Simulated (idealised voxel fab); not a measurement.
Process module under the name voxel released beams
We display cut, a cross-section 160 nm in width whose square cells are each 5 nm.
Heads up, the way a cross-section reads in here is a grid of square cells, handed over as bands from the top down, with every band being one or more rows of cells. Band: top height; bottom height; in nm. Then, left to right: material with width in nm, for each material. "everywhere": a single material spanning edge to edge. "empty": empty space. We count height from 0. Below that, the starting wafer is all one material. The lowest band never ends at the bottom but goes on down; see "0 down" for how that is written. Note: "30..40" means the width goes from the first number (top row of the band) to the second number (bottom row) in equal steps per row of cells. You'll sometimes find "remained unchanged" written for a step, and that's the way of saying that nowhere in the cross-section did a cell change during that step. Closed-off voids of 8+ cells (no open route to the top) go in "Catalogued sealed voids", written width x height at distance from the left edge, in nm. On each step's line, the part that comes after the settings is the simulator's own comment on the step. Steps that use a mask can have "overlay nm" on their line. It says how far the mask sat to the right of where it was meant to be. Negative means to the left.
### These are the steps we planned for the process
1. op RECEIVE | material Si
2. op CONFORMAL_DEP | material Al2O3 | thk nm 10
3. op DIRECTIONAL_DEP | material SiO2 | thk nm 20
4. op PATTERN | tone open | mask id ANCHOR | material resist | width nm 30 | thk nm 15 | overlay nm -10
5. op DIRECTIONAL_ETCH | etch materials SiO2 | depth nm 20
6. op STRIP | etch materials resist
7. op CONFORMAL_DEP | material SiN | thk nm 10
8. op PATTERN | tone cover | mask id BEAM | material resist | width nm 115 | thk nm 20 | overlay nm 0
9. op DIRECTIONAL_ETCH | etch materials SiN | depth nm 10
10. op STRIP | etch materials resist
11. op STRIP | etch materials SiO2
The plan shows the overlay nm of step 4 as the first wafer had it; this setting differs between the wafers, which start out alike.
### Here's the first of the wafers in cross-section, just as we got it, i.e. after step 1
    0 down: Si everywhere
    Catalogued sealed voids: none
### End-of-module cross-section, first of several wafers, after last step 11
    40 to 30: empty: 20, then SiN: 5, then empty: 10, then SiN: 100, then empty: 25
    30 to 20: empty: 15, then SiN: 10, then empty: 10, then SiN: 10, then empty: 115
    20 to 10: empty: 15, then SiN: 30, then empty: 115
    10 to 0: Al2O3 everywhere
    0 down: Si everywhere
    Catalogued sealed voids: none
### Last wafer, end of module, cross-section
    40 to 30: empty: 20, then SiN: 30, then empty: 10, then SiN: 75, then empty: 25
    30 to 20: empty: 40, then SiN: 10, then empty: 10, then SiN: 10, then empty: 90
    20 to 10: empty: 40, then SiN: 30, then empty: 90
    10 to 0: Al2O3 everywhere
    0 down: Si everywhere
    Catalogued sealed voids: none
### Rows = wafers. At module end, each row lists per material the cells gained (+) or lost (-) since the wafer was received, then the closed voids
overlay nm -10, +64 Al2O3, +62 SiN, Catalogued sealed voids: none
overlay nm -5, +64 Al2O3, +62 SiN, Catalogued sealed voids: none
overlay nm 0, +64 Al2O3, +62 SiN, Catalogued sealed voids: none
overlay nm 5, +64 Al2O3, +62 SiN, Catalogued sealed voids: none
overlay nm 10, +64 Al2O3, +62 SiN, Catalogued sealed voids: none
overlay nm 15, +64 Al2O3, +62 SiN, Catalogued sealed voids: none
